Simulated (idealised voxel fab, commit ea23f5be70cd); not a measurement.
This is a process module. Its name is voxel ribs on slabs.
We display cut, a cross-section 160 nm in width whose square cells are each 5 nm.
In what follows, cross-sections appear as grids of square cells, described through bands that run from the top down, where every band is one or more rows of cells.
Look at the band entry: it leads with the top's height and the bottom's height in nm. Then it lists the materials left to right, with a width in nm for each. The word "full width" on a single material says that material fills the band edge to edge. The word "empty" is empty space.
Height 0 is the level under which the wafer as received is all one material. The lowest band goes on downwards, as in "0 down".
You'd read "30 to 40" like this: the band's top row of cells is as wide as the first number, its bottom row is as wide as the second, and going down, every row changes width by the same amount as the row before did.
Step marked "left unchanged"? Then no cell in the cross-section changed in it.
"Closed void listing" means: voids of 8 cells or more that are shut off from the top with no open way through. Written width x height at distance, distance from the left edge, in nm.
If you see something after the settings on a step's line, that's the simulator's own remark about that step.
A step's line can hold "overlay nm"; with a mask on that step, the setting says how far right of the planned place the mask lay, while a negative setting says it lay to the left.

## plan
1. RECEIVE [material Si]
2. DIRECTIONAL_DEP [material SiO2] [thk nm 20]
3. DIRECTIONAL_DEP [material polySi] [thk nm 20]
4. MASKED_ETCH [tone cover] [mask id RIB] [width nm 30] [etch materials polySi] [depth nm 5] [overlay nm 0]
5. PATTERN [tone cover] [mask id SLAB] [material resist] [width nm 80] [thk nm 20] [overlay nm 0]
6. DIRECTIONAL_ETCH [etch materials polySi] [depth nm 15]
7. STRIP [etch materials resist]
8. FILL_DEP [material SiO2] [thk nm 20]
9. CMP [height nm 55]
10. DIRECTIONAL_DEP [material W] [thk nm 10]
11. MASKED_ETCH [tone cover] [mask id HEATER] [width nm 40] [etch materials W] [depth nm 10] [overlay nm 0]
12. CONFORMAL_DEP [material SiN] [thk nm 5]

## Cross-section, incoming material, after step 1
    0 down: Si full width
    Closed void listing: none

## Same starting wafer, same plan as above, one mistake in the execution; this is the cross-section at the end of the module
    70 to 65: empty: 55  SiN: 50  empty: 55
    65 to 60: empty: 55  SiN: 5  W: 40  SiN: 5  empty: 55
    60 to 55: SiN: 60  W: 40  SiN: 60
    55 to 35: SiO2 full width
    35 to 25: polySi: 40  SiO2: 80  polySi: 40
    25 to 20: polySi: 40  SiO2: 25  polySi: 30  SiO2: 25  polySi: 40
    20 to 0: SiO2 full width
    0 down: Si full width
    Closed void listing: none
Where did the run depart from the plan? off-plan run, step 5, actual operation and settings PATTERN [tone open] [mask id SLAB] [material resist] [width nm 80] [thk nm 20] [overlay nm 0]
